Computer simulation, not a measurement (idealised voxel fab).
Process module name: voxel self aligned contacts
Shown is cross-section cut, with a width of 245 nm and square cells of size 5 nm.
When this document writes out a cross-section, it uses a grid of square cells and lists it as bands, beginning at the top and moving down, with a band standing for one or more rows of cells. Band: top height; bottom height; in nm. Then, left to right: material with width in nm, for each material. "all across": a single material spanning edge to edge. "blank": empty space. Heights are reckoned from 0. Under this level, the received wafer is all of one material. The bottommost band is open-ended downward, for example "z 0 and below". Width "30->40": first value at the band's top row of cells, second value at its bottom row, equal change from row to row. Take "no alteration" at face value: in the step it is given for, the cross-section changed in none of its cells. The label "Closed void roster" introduces a list of the empty spaces, 8 cells or larger, that have no open way up to the top; each entry in it reads width x height at distance, where the distance is taken from the left edge and all three are stated in nm. If you see something after the settings on a step's line, that's the simulator's own remark about that step. overlay nm: step with mask; distance mask lay right of planned place; negative value = left of planned place. How should the pairs below be read? Each gives the cross-section before one process step and the cross-section after it, the latter drawn only to the lowest band that changed; the step that lies between them, with its settings, appears under the pair. Does a pair pick up where the pair above left off? Only where its entry headed "Geometry before processing" says so, since pairs can come from different runs of this module on the same starting wafer.

Geometry before processing:
* z 0 and below: Si all across
* Closed void roster: none

After the Step:
* z 0 to -5: SiO2 all across
* Below -5, no change.
* Closed void roster: none
the step between: OXIDIZE | depth nm 5

Geometry before processing: as in the pair right above, post-step view.

After the Step:
* z 20 to 0: polySi all across
* Below 0, no change.
* Closed void roster: none
the step between: DIRECTIONAL_DEP | material polySi | thk nm 20

Geometry before processing: as in the pair right above, post-step view.

After the Step:
* z 40 to 20: SiN all across
* Below 20, no change.
* Closed void roster: none
the step between: DIRECTIONAL_DEP | material SiN | thk nm 20

Geometry before processing: as in the pair right above, post-step view.

After the Step:
* z 60 to 40: blank (75), then resist (35), then blank (25), then resist (35), then blank (75)
* Below 40, no change.
* Closed void roster: none
the step between: PATTERN | tone cover | mask id GATE | material resist | width nm 35 | pitch nm 60 | thk nm 20 | overlay nm 0

Geometry before processing: as in the pair right above, post-step view.

After the Step:
* z 60 to 40: blank (75), then resist (35), then blank (25), then resist (35), then blank (75)
* z 40 to 20: blank (75), then SiN (35), then blank (25), then SiN (35), then blank (75)
* Below 20, no change.
* Closed void roster: none
the step between: DIRECTIONAL_ETCH | etch materials SiN | depth nm 20

Geometry before processing: as in the pair right above, post-step view.

After the Step:
* z 60 to 40: blank (75), then resist (35), then blank (25), then resist (35), then blank (75)
* z 40 to 20: blank (75), then SiN (35), then blank (25), then SiN (35), then blank (75)
* z 20 to 0: blank (75), then polySi (35), then blank (25), then polySi (35), then blank (75)
* Below 0, no change.
* Closed void roster: none
the step between: DIRECTIONAL_ETCH | etch materials polySi | depth nm 20

Geometry before processing: as in the pair right above, post-step view.

After the Step:
* z 40 to 20: blank (75), then SiN (35), then blank (25), then SiN (35), then blank (75)
* Below 20, no change.
* Closed void roster: none
the step between: STRIP | etch materials resist

Geometry before processing: as in the pair right above, post-step view.

After the Step:
* z 45 to 20: blank (70), then SiN (45), then blank (15), then SiN (45), then blank (70)
* z 20 to 5: blank (70), then SiN (5), then polySi (35), then SiN (5), then blank (15), then SiN (5), then polySi (35), then SiN (5), then blank (70)
* z 5 to 0: SiN (75), then polySi (35), then SiN (25), then polySi (35), then SiN (75)
* Below 0, no change.
* Closed void roster: none
the step between: CONFORMAL_DEP | material SiN | thk nm 5

Geometry before processing: as in the pair right above, post-step view.

After the Step:
* z 40 to 20: blank (70), then SiN (45), then blank (15), then SiN (45), then blank (70)
* z 20 to 0: blank (70), then SiN (5), then polySi (35), then SiN (5), then blank (15), then SiN (5), then polySi (35), then SiN (5), then blank (70)
* Below 0, no change.
* Closed void roster: none
the step between: DIRECTIONAL_ETCH | etch materials SiN | depth nm 5

Geometry before processing: as in the pair right above, post-step view.

After the Step:
* z 50 to 40: SiO2 all across
* z 40 to 20: SiO2 (70), then SiN (45), then SiO2 (15), then SiN (45), then SiO2 (70)
* z 20 to 0: SiO2 (70), then SiN (5), then polySi (35), then SiN (5), then SiO2 (15), then SiN (5), then polySi (35), then SiN (5), then SiO2 (70)
* Below 0, no change.
* Closed void roster: none
the step between: FILL_DEP | material SiO2 | thk nm 10

Geometry before processing: as in the pair right above, post-step view.

After the Step:
* z 45 to 40: SiO2 all across
* Below 40, no change.
* Closed void roster: none
the step between: CMP | height nm 45

Geometry before processing: as in the pair right above, post-step view.

After the Step:
* z 45 to 40: SiO2 (100), then blank (45), then SiO2 (100)
* z 40 to 20: SiO2 (70), then SiN (45), then blank (15), then SiN (45), then SiO2 (70)
* z 20 to 0: SiO2 (70), then SiN (5), then polySi (35), then SiN (5), then blank (15), then SiN (5), then polySi (35), then SiN (5), then SiO2 (70)
* z 0 to -5: SiO2 (115), then blank (15), then SiO2 (115)
* Below -5, no change.
* Closed void roster: none
the step between: MASKED_ETCH | tone open | mask id CONTACT | width nm 45 | etch materials SiO2 | depth nm 50 | overlay nm 0

Geometry before processing: as in the pair right above, post-step view.

After the Step:
* z 50 to 45: TiN (105), then blank (35), then TiN (105)
* z 45 to 40: SiO2 (100), then TiN (20), then blank (5), then TiN (20), then SiO2 (100)
* z 40 to 20: SiO2 (70), then SiN (45), then TiN (5), then blank (5), then TiN (5), then SiN (45), then SiO2 (70)
* z 20 to 0: SiO2 (70), then SiN (5), then polySi (35), then SiN (5), then TiN (5), then blank (5), then TiN (5), then SiN (5), then polySi (35), then SiN (5), then SiO2 (70)
* z 0 to -5: SiO2 (115), then TiN (15), then SiO2 (115)
* Below -5, no change.
* Closed void roster: none
the step between: CONFORMAL_DEP | material TiN | thk nm 5

Geometry before processing: as in the pair right above, post-step view.

After the Step:
* z 60 to 50: W all across
* z 50 to 45: TiN (105), then W (35), then TiN (105)
* z 45 to 40: SiO2 (100), then TiN (20), then W (5), then TiN (20), then SiO2 (100)
* z 40 to 20: SiO2 (70), then SiN (45), then TiN (5), then W (5), then TiN (5), then SiN (45), then SiO2 (70)
* z 20 to 0: SiO2 (70), then SiN (5), then polySi (35), then SiN (5), then TiN (5), then W (5), then TiN (5), then SiN (5), then polySi (35), then SiN (5), then SiO2 (70)
* Below 0, no change.
* Closed void roster: none
the step between: FILL_DEP | material W | thk nm 10

Geometry before processing: as in the pair right above, post-step view.

After the Step:
* z 45 to 40: SiO2 (100), then TiN (20), then W (5), then TiN (20), then SiO2 (100)
* Below 40, no change.
* Closed void roster: none
the step between: CMP | height nm 45

Geometry before processing: as in the pair right above, post-step view.

After the Step:
* z 50 to 45: SiN all across
* Below 45, no change.
* Closed void roster: none
the step between: CONFORMAL_DEP | material SiN | thk nm 5

Geometry before processing:
* z 0 and below: Si all across
* Closed void roster: none

After the Step:
* z 20 to 0: polySi all across
* Below 0, no change.
* Closed void roster: none
the step between: DIRECTIONAL_DEP | material polySi | thk nm 20

Geometry before processing: as in the pair right above, post-step view.

After the Step:
* z 40 to 20: SiN all across
* Below 20, no change.
* Closed void roster: none
the step between: DIRECTIONAL_DEP | material SiN | thk nm 20

Geometry before processing: as in the pair right above, post-step view.

After the Step:
* z 60 to 40: blank (75), then resist (35), then blank (25), then resist (35), then blank (75)
* Below 40, no change.
* Closed void roster: none
the step between: PATTERN | tone cover | mask id GATE | material resist | width nm 35 | pitch nm 60 | thk nm 20 | overlay nm 0

Geometry before processing: as in the pair right above, post-step view.

After the Step:
* z 60 to 40: blank (75), then resist (35), then blank (25), then resist (35), then blank (75)
* z 40 to 20: blank (75), then SiN (35), then blank (25), then SiN (35), then blank (75)
* Below 20, no change.
* Closed void roster: none
the step between: DIRECTIONAL_ETCH | etch materials SiN | depth nm 20

Geometry before processing: as in the pair right above, post-step view.

After the Step:
* z 60 to 40: blank (75), then resist (35), then blank (25), then resist (35), then blank (75)
* z 40 to 20: blank (75), then SiN (35), then blank (25), then SiN (35), then blank (75)
* z 20 to 0: blank (75), then polySi (35), then blank (25), then polySi (35), then blank (75)
* Below 0, no change.
* Closed void roster: none
the step between: DIRECTIONAL_ETCH | etch materials polySi | depth nm 20

Geometry before processing: as in the pair right above, post-step view.

After the Step:
* z 40 to 20: blank (75), then SiN (35), then blank (25), then SiN (35), then blank (75)
* Below 20, no change.
* Closed void roster: none
the step between: STRIP | etch materials resist

Geometry before processing: as in the pair right above, post-step view.

After the Step:
* z 45 to 20: blank (70), then SiN (45), then blank (15), then SiN (45), then blank (70)
* z 20 to 5: blank (70), then SiN (5), then polySi (35), then SiN (5), then blank (15), then SiN (5), then polySi (35), then SiN (5), then blank (70)
* z 5 to 0: SiN (75), then polySi (35), then SiN (25), then polySi (35), then SiN (75)
* Below 0, no change.
* Closed void roster: none
the step between: CONFORMAL_DEP | material SiN | thk nm 5

Geometry before processing: as in the pair right above, post-step view.

After the Step:
* z 40 to 20: blank (70), then SiN (45), then blank (15), then SiN (45), then blank (70)
* z 20 to 0: blank (70), then SiN (5), then polySi (35), then SiN (5), then blank (15), then SiN (5), then polySi (35), then SiN (5), then blank (70)
* Below 0, no change.
* Closed void roster: none
the step between: DIRECTIONAL_ETCH | etch materials SiN | depth nm 5

Geometry before processing: as in the pair right above, post-step view.

After the Step:
* z 50 to 40: SiO2 all across
* z 40 to 20: SiO2 (70), then SiN (45), then SiO2 (15), then SiN (45), then SiO2 (70)
* z 20 to 0: SiO2 (70), then SiN (5), then polySi (35), then SiN (5), then SiO2 (15), then SiN (5), then polySi (35), then SiN (5), then SiO2 (70)
* Below 0, no change.
* Closed void roster: none
the step between: FILL_DEP | material SiO2 | thk nm 10

Geometry before processing: as in the pair right above, post-step view.

After the Step:
* z 45 to 40: SiO2 all across
* Below 40, no change.
* Closed void roster: none
the step between: CMP | height nm 45

Geometry before processing: as in the pair right above, post-step view.

After the Step:
* z 45 to 40: SiO2 (100), then blank (45), then SiO2 (100)
* z 40 to 20: SiO2 (70), then SiN (45), then blank (15), then SiN (45), then SiO2 (70)
* z 20 to 0: SiO2 (70), then SiN (5), then polySi (35), then SiN (5), then blank (15), then SiN (5), then polySi (35), then SiN (5), then SiO2 (70)
* Below 0, no change.
* Closed void roster: none
the step between: MASKED_ETCH | tone open | mask id CONTACT | width nm 45 | etch materials SiO2 | depth nm 50 | overlay nm 0

Geometry before processing: as in the pair right above, post-step view.

After the Step:
* z 50 to 45: TiN (105), then blank (35), then TiN (105)
* z 45 to 40: SiO2 (100), then TiN (20), then blank (5), then TiN (20), then SiO2 (100)
* z 40 to 20: SiO2 (70), then SiN (45), then TiN (5), then blank (5), then TiN (5), then SiN (45), then SiO2 (70)
* z 20 to 5: SiO2 (70), then SiN (5), then polySi (35), then SiN (5), then TiN (5), then blank (5), then TiN (5), then SiN (5), then polySi (35), then SiN (5), then SiO2 (70)
* z 5 to 0: SiO2 (70), then SiN (5), then polySi (35), then SiN (5), then TiN (15), then SiN (5), then polySi (35), then SiN (5), then SiO2 (70)
* Below 0, no change.
* Closed void roster: none
the step between: CONFORMAL_DEP | material TiN | thk nm 5

Geometry before processing: as in the pair right above, post-step view.

After the Step:
* z 60 to 50: W all across
* z 50 to 45: TiN (105), then W (35), then TiN (105)
* z 45 to 40: SiO2 (100), then TiN (20), then W (5), then TiN (20), then SiO2 (100)
* z 40 to 20: SiO2 (70), then SiN (45), then TiN (5), then W (5), then TiN (5), then SiN (45), then SiO2 (70)
* z 20 to 5: SiO2 (70), then SiN (5), then polySi (35), then SiN (5), then TiN (5), then W (5), then TiN (5), then SiN (5), then polySi (35), then SiN (5), then SiO2 (70)
* Below 5, no change.
* Closed void roster: none
the step between: FILL_DEP | material W | thk nm 10

Geometry before processing: as in the pair right above, post-step view.

After the Step:
* z 45 to 40: SiO2 (100), then TiN (20), then W (5), then TiN (20), then SiO2 (100)
* Below 40, no change.
* Closed void roster: none
the step between: CMP | height nm 45

Geometry before processing: as in the pair right above, post-step view.

After the Step:
* z 50 to 45: SiN all across
* Below 45, no change.
* Closed void roster: none
the step between: CONFORMAL_DEP | material SiN | thk nm 5

Geometry before processing:
* z 40 to 20: SiN all across
* z 20 to 0: polySi all across
* z 0 to -5: SiO2 all across
* z -5 and below: Si all across
* Closed void roster: none

After the Step:
* z 60 to 20: SiN all across
* Below 20, no change.
* Closed void roster: none
the step between: DIRECTIONAL_DEP | material SiN | thk nm 20

Geometry before processing: as in the pair right above, post-step view.

After the Step:
* z 80 to 60: blank (75), then resist (35), then blank (25), then resist (35), then blank (75)
* Below 60, no change.
* Closed void roster: none
the step between: PATTERN | tone cover | mask id GATE | material resist | width nm 35 | pitch nm 60 | thk nm 20 | overlay nm 0

Geometry before processing: as in the pair right above, post-step view.

After the Step:
* z 80 to 60: blank (75), then resist (35), then blank (25), then resist (35), then blank (75)
* z 60 to 40: blank (75), then SiN (35), then blank (25), then SiN (35), then blank (75)
* Below 40, no change.
* Closed void roster: none
the step between: DIRECTIONAL_ETCH | etch materials SiN | depth nm 20

Geometry before processing: as in the pair right above, post-step view.

After the Step:
* z 60 to 40: blank (75), then SiN (35), then blank (25), then SiN (35), then blank (75)
* Below 40, no change.
* Closed void roster: none
the step between: STRIP | etch materials resist

Geometry before processing: as in the pair right above, post-step view.

After the Step:
* z 65 to 45: blank (70), then SiN (45), then blank (15), then SiN (45), then blank (70)
* z 45 to 20: SiN all across
* Below 20, no change.
* Closed void roster: none
the step between: CONFORMAL_DEP | material SiN | thk nm 5

Geometry before processing: as in the pair right above, post-step view.

After the Step:
* z 60 to 40: blank (70), then SiN (45), then blank (15), then SiN (45), then blank (70)
* Below 40, no change.
* Closed void roster: none
the step between: DIRECTIONAL_ETCH | etch materials SiN | depth nm 5

Geometry before processing: as in the pair right above, post-step view.

After the Step:
* z 70 to 60: SiO2 all across
* z 60 to 40: SiO2 (70), then SiN (45), then SiO2 (15), then SiN (45), then SiO2 (70)
* Below 40, no change.
* Closed void roster: none
the step between: FILL_DEP | material SiO2 | thk nm 10

Geometry before processing: as in the pair right above, post-step view.

After the Step:
* z 45 to 40: SiO2 (70), then SiN (45), then SiO2 (15), then SiN (45), then SiO2 (70)
* Below 40, no change.
* Closed void roster: none
the step between: CMP | height nm 45

Geometry before processing: as in the pair right above, post-step view.

After the Step:
* z 45 to 40: SiO2 (70), then SiN (45), then blank (15), then SiN (45), then SiO2 (70)
* Below 40, no change.
* Closed void roster: none
the step between: MASKED_ETCH | tone open | mask id CONTACT | width nm 45 | etch materials SiO2 | depth nm 50 | overlay nm 0

Geometry before processing: as in the pair right above, post-step view.

After the Step:
* z 50 to 45: TiN (120), then blank (5), then TiN (120)
* z 45 to 40: SiO2 (70), then SiN (45), then TiN (15), then SiN (45), then SiO2 (70)
* Below 40, no change.
* Closed void roster: none
the step between: CONFORMAL_DEP | material TiN | thk nm 5

Geometry before processing: as in the pair right above, post-step view.

After the Step:
* z 60 to 50: W all across
* z 50 to 45: TiN (120), then W (5), then TiN (120)
* Below 45, no change.
* Closed void roster: none
the step between: FILL_DEP | material W | thk nm 10

Geometry before processing: as in the pair right above, post-step view.

After the Step:
* z 45 to 40: SiO2 (70), then SiN (45), then TiN (15), then SiN (45), then SiO2 (70)
* Below 40, no change.
* Closed void roster: none
the step between: CMP | height nm 45

Geometry before processing: as in the pair right above, post-step view.

After the Step:
* z 50 to 45: SiN all across
* Below 45, no change.
* Closed void roster: none
the step between: CONFORMAL_DEP | material SiN | thk nm 5

Geometry before processing:
* z 0 to -5: SiO2 all across
* z -5 and below: Si all across
* Closed void roster: none

After the Step:
* z 20 to 0: SiN all across
* Below 0, no change.
* Closed void roster: none
the step between: DIRECTIONAL_DEP | material SiN | thk nm 20

Geometry before processing: as in the pair right above, post-step view.

After the Step:
* z 40 to 20: polySi all across
* Below 20, no change.
* Closed void roster: none
the step between: DIRECTIONAL_DEP | material polySi | thk nm 20

Geometry before processing: as in the pair right above, post-step view.

After the Step:
* z 60 to 40: blank (75), then resist (35), then blank (25), then resist (35), then blank (75)
* Below 40, no change.
* Closed void roster: none
the step between: PATTERN | tone cover | mask id GATE | material resist | width nm 35 | pitch nm 60 | thk nm 20 | overlay nm 0

Geometry before processing: as in the pair right above, post-step view.

After the Step:
* z 60 to 40: blank (75), then resist (35), then blank (25), then resist (35), then blank (75)
* z 40 to 20: blank (75), then polySi (35), then blank (25), then polySi (35), then blank (75)
* Below 20, no change.
* Closed void roster: none
the step between: DIRECTIONAL_ETCH | etch materials polySi | depth nm 20

Geometry before processing: as in the pair right above, post-step view.

After the Step:
* z 40 to 20: blank (75), then polySi (35), then blank (25), then polySi (35), then blank (75)
* Below 20, no change.
* Closed void roster: none
the step between: STRIP | etch materials resist

Geometry before processing: as in the pair right above, post-step view.

After the Step:
* z 45 to 40: blank (70), then SiN (45), then blank (15), then SiN (45), then blank (70)
* z 40 to 25: blank (70), then SiN (5), then polySi (35), then SiN (5), then blank (15), then SiN (5), then polySi (35), then SiN (5), then blank (70)
* z 25 to 20: SiN (75), then polySi (35), then SiN (25), then polySi (35), then SiN (75)
* Below 20, no change.
* Closed void roster: none
the step between: CONFORMAL_DEP | material SiN | thk nm 5

Geometry before processing: as in the pair right above, post-step view.

After the Step:
* z 40 to 20: blank (70), then SiN (5), then polySi (35), then SiN (5), then blank (15), then SiN (5), then polySi (35), then SiN (5), then blank (70)
* Below 20, no change.
* Closed void roster: none
the step between: DIRECTIONAL_ETCH | etch materials SiN | depth nm 5

Geometry before processing: as in the pair right above, post-step view.

After the Step:
* z 50 to 40: SiO2 all across
* z 40 to 20: SiO2 (70), then SiN (5), then polySi (35), then SiN (5), then SiO2 (15), then SiN (5), then polySi (35), then SiN (5), then SiO2 (70)
* Below 20, no change.
* Closed void roster: none
the step between: FILL_DEP | material SiO2 | thk nm 10

Geometry before processing: as in the pair right above, post-step view.

After the Step:
* z 45 to 40: SiO2 all across
* Below 40, no change.
* Closed void roster: none
the step between: CMP | height nm 45

Geometry before processing: as in the pair right above, post-step view.

After the Step:
* z 45 to 40: SiO2 (100), then blank (45), then SiO2 (100)
* z 40 to 20: SiO2 (70), then SiN (5), then polySi (35), then SiN (5), then blank (15), then SiN (5), then polySi (35), then SiN (5), then SiO2 (70)
* Below 20, no change.
* Closed void roster: none
the step between: MASKED_ETCH | tone open | mask id CONTACT | width nm 45 | etch materials SiO2 | depth nm 50 | overlay nm 0

Geometry before processing: as in the pair right above, post-step view.

After the Step:
* z 50 to 45: TiN (105), then blank (35), then TiN (105)
* z 45 to 40: SiO2 (100), then TiN (20), then blank (5), then TiN (20), then SiO2 (100)
* z 40 to 25: SiO2 (70), then SiN (5), then polySi (35), then SiN (5), then TiN (5), then blank (5), then TiN (5), then SiN (5), then polySi (35), then SiN (5), then SiO2 (70)
* z 25 to 20: SiO2 (70), then SiN (5), then polySi (35), then SiN (5), then TiN (15), then SiN (5), then polySi (35), then SiN (5), then SiO2 (70)
* Below 20, no change.
* Closed void roster: none
the step between: CONFORMAL_DEP | material TiN | thk nm 5

Geometry before processing: as in the pair right above, post-step view.

After the Step:
* z 60 to 50: W all across
* z 50 to 45: TiN (105), then W (35), then TiN (105)
* z 45 to 40: SiO2 (100), then TiN (20), then W (5), then TiN (20), then SiO2 (100)
* z 40 to 25: SiO2 (70), then SiN (5), then polySi (35), then SiN (5), then TiN (5), then W (5), then TiN (5), then SiN (5), then polySi (35), then SiN (5), then SiO2 (70)
* Below 25, no change.
* Closed void roster: none
the step between: FILL_DEP | material W | thk nm 10

Geometry before processing: as in the pair right above, post-step view.

After the Step:
* z 45 to 40: SiO2 (100), then TiN (20), then W (5), then TiN (20), then SiO2 (100)
* Below 40, no change.
* Closed void roster: none
the step between: CMP | height nm 45

Geometry before processing: as in the pair right above, post-step view.

After the Step:
* z 50 to 45: SiN all across
* Below 45, no change.
* Closed void roster: none
the step between: CONFORMAL_DEP | material SiN | thk nm 5

Geometry before processing:
* z 60 to 40: blank (75), then resist (35), then blank (25), then resist (35), then blank (75)
* z 40 to 20: blank (75), then SiN (35), then blank (25), then SiN (35), then blank (75)
* z 20 to 0: polySi all across
* z 0 to -5: SiO2 all across
* z -5 and below: Si all across
* Closed void roster: none

After the Step:
* z 60 to 40: blank (75), then resist (35), then blank (25), then resist (35), then blank (75)
* z 40 to 20: blank (75), then SiN (35), then blank (25), then SiN (35), then blank (75)
* z 20 to 10: blank (75), then polySi (35), then blank (25), then polySi (35), then blank (75)
* Below 10, no change.
* Closed void roster: none
the step between: DIRECTIONAL_ETCH | etch materials polySi | depth nm 10

Geometry before processing: as in the pair right above, post-step view.

After the Step:
* z 40 to 20: blank (75), then SiN (35), then blank (25), then SiN (35), then blank (75)
* Below 20, no change.
* Closed void roster: none
the step between: STRIP | etch materials resist

Geometry before processing: as in the pair right above, post-step view.

After the Step:
* z 45 to 20: blank (70), then SiN (45), then blank (15), then SiN (45), then blank (70)
* z 20 to 15: blank (70), then SiN (5), then polySi (35), then SiN (5), then blank (15), then SiN (5), then polySi (35), then SiN (5), then blank (70)
* z 15 to 10: SiN (75), then polySi (35), then SiN (25), then polySi (35), then SiN (75)
* Below 10, no change.
* Closed void roster: none
the step between: CONFORMAL_DEP | material SiN | thk nm 5

Geometry before processing: as in the pair right above, post-step view.

After the Step:
* z 40 to 20: blank (70), then SiN (45), then blank (15), then SiN (45), then blank (70)
* z 20 to 10: blank (70), then SiN (5), then polySi (35), then SiN (5), then blank (15), then SiN (5), then polySi (35), then SiN (5), then blank (70)
* Below 10, no change.
* Closed void roster: none
the step between: DIRECTIONAL_ETCH | etch materials SiN | depth nm 5

Geometry before processing: as in the pair right above, post-step view.

After the Step:
* z 50 to 40: SiO2 all across
* z 40 to 20: SiO2 (70), then SiN (45), then SiO2 (15), then SiN (45), then SiO2 (70)
* z 20 to 10: SiO2 (70), then SiN (5), then polySi (35), then SiN (5), then SiO2 (15), then SiN (5), then polySi (35), then SiN (5), then SiO2 (70)
* Below 10, no change.
* Closed void roster: none
the step between: FILL_DEP | material SiO2 | thk nm 10

Geometry before processing: as in the pair right above, post-step view.

After the Step:
* z 45 to 40: SiO2 all across
* Below 40, no change.
* Closed void roster: none
the step between: CMP | height nm 45

Geometry before processing: as in the pair right above, post-step view.

After the Step:
* z 45 to 40: SiO2 (100), then blank (45), then SiO2 (100)
* z 40 to 20: SiO2 (70), then SiN (45), then blank (15), then SiN (45), then SiO2 (70)
* z 20 to 10: SiO2 (70), then SiN (5), then polySi (35), then SiN (5), then blank (15), then SiN (5), then polySi (35), then SiN (5), then SiO2 (70)
* Below 10, no change.
* Closed void roster: none
the step between: MASKED_ETCH | tone open | mask id CONTACT | width nm 45 | etch materials SiO2 | depth nm 50 | overlay nm 0

Geometry before processing: as in the pair right above, post-step view.

After the Step:
* z 50 to 45: TiN (105), then blank (35), then TiN (105)
* z 45 to 40: SiO2 (100), then TiN (20), then blank (5), then TiN (20), then SiO2 (100)
* z 40 to 20: SiO2 (70), then SiN (45), then TiN (5), then blank (5), then TiN (5), then SiN (45), then SiO2 (70)
* z 20 to 15: SiO2 (70), then SiN (5), then polySi (35), then SiN (5), then TiN (5), then blank (5), then TiN (5), then SiN (5), then polySi (35), then SiN (5), then SiO2 (70)
* z 15 to 10: SiO2 (70), then SiN (5), then polySi (35), then SiN (5), then TiN (15), then SiN (5), then polySi (35), then SiN (5), then SiO2 (70)
* Below 10, no change.
* Closed void roster: none
the step between: CONFORMAL_DEP | material TiN | thk nm 5

Geometry before processing: as in the pair right above, post-step view.

After the Step:
* z 60 to 50: W all across
* z 50 to 45: TiN (105), then W (35), then TiN (105)
* z 45 to 40: SiO2 (100), then TiN (20), then W (5), then TiN (20), then SiO2 (100)
* z 40 to 20: SiO2 (70), then SiN (45), then TiN (5), then W (5), then TiN (5), then SiN (45), then SiO2 (70)
* z 20 to 15: SiO2 (70), then SiN (5), then polySi (35), then SiN (5), then TiN (5), then W (5), then TiN (5), then SiN (5), then polySi (35), then SiN (5), then SiO2 (70)
* Below 15, no change.
* Closed void roster: none
the step between: FILL_DEP | material W | thk nm 10

Geometry before processing: as in the pair right above, post-step view.

After the Step:
* z 45 to 40: SiO2 (100), then TiN (20), then W (5), then TiN (20), then SiO2 (100)
* Below 40, no change.
* Closed void roster: none
the step between: CMP | height nm 45

Geometry before processing: as in the pair right above, post-step view.

After the Step:
* z 50 to 45: SiN all across
* Below 45, no change.
* Closed void roster: none
the step between: CONFORMAL_DEP | material SiN | thk nm 5

Geometry before processing:
* z 45 to 40: SiO2 all across
* z 40 to 20: SiO2 (70), then SiN (45), then SiO2 (15), then SiN (45), then SiO2 (70)
* z 20 to 0: SiO2 (70), then SiN (5), then polySi (35), then SiN (5), then SiO2 (15), then SiN (5), then polySi (35), then SiN (5), then SiO2 (70)
* z 0 to -5: SiO2 all across
* z -5 and below: Si all across
* Closed void roster: none

After the Step:
* z 45 to 40: SiO2 (100), then blank (50), then SiO2 (95)
* z 40 to 20: SiO2 (70), then SiN (45), then blank (15), then SiN (45), then SiO2 (70)
* z 20 to 0: SiO2 (70), then SiN (5), then polySi (35), then SiN (5), then blank (15), then SiN (5), then polySi (35), then SiN (5), then SiO2 (70)
* z 0 to -5: SiO2 (115), then blank (15), then SiO2 (115)
* Below -5, no change.
* Closed void roster: none
the step between: MASKED_ETCH | tone open | mask id CONTACT | width nm 50 | etch materials SiO2 | depth nm 50 | overlay nm 0

Geometry before processing: as in the pair right above, post-step view.

After the Step:
* z 50 to 45: TiN (105), then blank (40), then TiN (100)
* z 45 to 40: SiO2 (100), then TiN (20), then blank (5), then TiN (25), then SiO2 (95)
* z 40 to 20: SiO2 (70), then SiN (45), then TiN (5), then blank (5), then TiN (5), then SiN (45), then SiO2 (70)
* z 20 to 0: SiO2 (70), then SiN (5), then polySi (35), then SiN (5), then TiN (5), then blank (5), then TiN (5), then SiN (5), then polySi (35), then SiN (5), then SiO2 (70)
* z 0 to -5: SiO2 (115), then TiN (15), then SiO2 (115)
* Below -5, no change.
* Closed void roster: none
the step between: CONFORMAL_DEP | material TiN | thk nm 5

Geometry before processing: as in the pair right above, post-step view.

After the Step:
* z 60 to 50: W all across
* z 50 to 45: TiN (105), then W (40), then TiN (100)
* z 45 to 40: SiO2 (100), then TiN (20), then W (5), then TiN (25), then SiO2 (95)
* z 40 to 20: SiO2 (70), then SiN (45), then TiN (5), then W (5), then TiN (5), then SiN (45), then SiO2 (70)
* z 20 to 0: SiO2 (70), then SiN (5), then polySi (35), then SiN (5), then TiN (5), then W (5), then TiN (5), then SiN (5), then polySi (35), then SiN (5), then SiO2 (70)
* Below 0, no change.
* Closed void roster: none
the step between: FILL_DEP | material W | thk nm 10

Geometry before processing: as in the pair right above, post-step view.

After the Step:
* z 45 to 40: SiO2 (100), then TiN (20), then W (5), then TiN (25), then SiO2 (95)
* Below 40, no change.
* Closed void roster: none
the step between: CMP | height nm 45

Geometry before processing: as in the pair right above, post-step view.

After the Step:
* z 50 to 45: SiN all across
* Below 45, no change.
* Closed void roster: none
the step between: CONFORMAL_DEP | material SiN | thk nm 5

Geometry before processing:
* z 40 to 20: SiN all across
* z 20 to 0: polySi all across
* z 0 to -5: SiO2 all across
* z -5 and below: Si all across
* Closed void roster: none

After the Step:
* z 60 to 40: blank (85), then resist (35), then blank (25), then resist (35), then blank (65)
* Below 40, no change.
* Closed void roster: none
the step between: PATTERN | tone cover | mask id GATE | material resist | width nm 35 | pitch nm 60 | thk nm 20 | overlay nm 10

Geometry before processing: as in the pair right above, post-step view.

After the Step:
* z 60 to 40: blank (85), then resist (35), then blank (25), then resist (35), then blank (65)
* z 40 to 20: blank (85), then SiN (35), then blank (25), then SiN (35), then blank (65)
* Below 20, no change.
* Closed void roster: none
the step between: DIRECTIONAL_ETCH | etch materials SiN | depth nm 20

Geometry before processing: as in the pair right above, post-step view.

After the Step:
* z 60 to 40: blank (85), then resist (35), then blank (25), then resist (35), then blank (65)
* z 40 to 20: blank (85), then SiN (35), then blank (25), then SiN (35), then blank (65)
* z 20 to 0: blank (85), then polySi (35), then blank (25), then polySi (35), then blank (65)
* Below 0, no change.
* Closed void roster: none
the step between: DIRECTIONAL_ETCH | etch materials polySi | depth nm 20

Geometry before processing: as in the pair right above, post-step view.

After the Step:
* z 40 to 20: blank (85), then SiN (35), then blank (25), then SiN (35), then blank (65)
* Below 20, no change.
* Closed void roster: none
the step between: STRIP | etch materials resist

Geometry before processing: as in the pair right above, post-step view.

After the Step:
* z 45 to 20: blank (80), then SiN (45), then blank (15), then SiN (45), then blank (60)
* z 20 to 5: blank (80), then SiN (5), then polySi (35), then SiN (5), then blank (15), then SiN (5), then polySi (35), then SiN (5), then blank (60)
* z 5 to 0: SiN (85), then polySi (35), then SiN (25), then polySi (35), then SiN (65)
* Below 0, no change.
* Closed void roster: none
the step between: CONFORMAL_DEP | material SiN | thk nm 5

Geometry before processing: as in the pair right above, post-step view.

After the Step:
* z 40 to 20: blank (80), then SiN (45), then blank (15), then SiN (45), then blank (60)
* z 20 to 0: blank (80), then SiN (5), then polySi (35), then SiN (5), then blank (15), then SiN (5), then polySi (35), then SiN (5), then blank (60)
* Below 0, no change.
* Closed void roster: none
the step between: DIRECTIONAL_ETCH | etch materials SiN | depth nm 5

Geometry before processing: as in the pair right above, post-step view.

After the Step:
* z 50 to 40: SiO2 all across
* z 40 to 20: SiO2 (80), then SiN (45), then SiO2 (15), then SiN (45), then SiO2 (60)
* z 20 to 0: SiO2 (80), then SiN (5), then polySi (35), then SiN (5), then SiO2 (15), then SiN (5), then polySi (35), then SiN (5), then SiO2 (60)
* Below 0, no change.
* Closed void roster: none
the step between: FILL_DEP | material SiO2 | thk nm 10

Geometry before processing: as in the pair right above, post-step view.

After the Step:
* z 45 to 40: SiO2 all across
* Below 40, no change.
* Closed void roster: none
the step between: CMP | height nm 45

Geometry before processing: as in the pair right above, post-step view.

After the Step:
* z 45 to 40: SiO2 (100), then blank (45), then SiO2 (100)
* z 40 to 20: SiO2 (80), then SiN (45), then blank (15), then SiN (45), then SiO2 (60)
* z 20 to 0: SiO2 (80), then SiN (5), then polySi (35), then SiN (5), then blank (15), then SiN (5), then polySi (35), then SiN (5), then SiO2 (60)
* z 0 to -5: SiO2 (125), then blank (15), then SiO2 (105)
* Below -5, no change.
* Closed void roster: none
the step between: MASKED_ETCH | tone open | mask id CONTACT | width nm 45 | etch materials SiO2 | depth nm 50 | overlay nm 0
